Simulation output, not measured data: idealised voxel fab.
This is a process module. Its name is voxel fin reveal.
This is section cut - it's 175 nm across, gridded in 5 nm square cells.
Think of the cross-section as a grid of square cells. We describe it in bands, top to bottom, and each band covers one or more rows of those cells. Quick guide to a band line: top height, bottom height (nm) up front; then every material left to right with its width in nm. Only one material and it's marked "full width"? Then it fills the band edge to edge. And "blank" just means empty space. Height 0 is the level under which the wafer as received is all one material. The lowest band goes on downwards, as in "0..down". The notation "30..40" denotes a width that varies across the rows of cells in the band, beginning at the first number in the top row, finishing at the second number in the bottom row, and changing by an identical amount from each row to the next. No cell of the cross-section changed in a step that is given as "no modification". Reported under the label "Closed void catalog" are the empty spaces having no open way to the top and comprising 8 cells or more; the notation for each is width x height at distance, in which the distance is measured from the left edge and all three values are in nm. after a step's settings: what the simulator itself notes on the step. overlay nm: step with mask; distance mask lay right of planned place; negative value = left of planned place.
LISTED BELOW ARE THE PROCESS STEPS AS PLANNED
1) RECEIVE with material Si
2) CONFORMAL_DEP with material SiN, thk nm 5
3) MASKED_ETCH with tone cover, mask id FINS, width nm 15, pitch nm 40, etch materials SiN, depth nm 5, overlay nm 0
4) MASKED_ETCH with tone cover, mask id FINS, width nm 15, pitch nm 40, etch materials Si, depth nm 30, overlay nm 0
5) FILL_DEP with material SiO2, thk nm 10
6) CMP with height nm 5
7) SELECTIVE_ETCH with etch materials SiO2, depth nm 25
8) STRIP with etch materials SiN
DELIVERED WAFER IN CROSS-SECTION: STATE AFTER STEP 1
0..down | Si full width
Closed void catalog: none
MODULE COMPLETE, CROSS-SECTION. STARTING POINT AND PLAN PER ABOVE. ONE MISTAKE MADE IN RUNNING THE MODULE
5..0 | 40 of blank, 15 of SiN, 25 of blank, 15 of SiN, 25 of blank, 15 of SiN, 40 of blank
0..-30 | 40 of blank, 15 of Si, 25 of blank, 15 of Si, 25 of blank, 15 of Si, 40 of blank
-30..down | Si full width
Closed void catalog: none
what went wrong: note that step 8 departed from the planned setting and was carried out as STRIP with etch materials SiO2
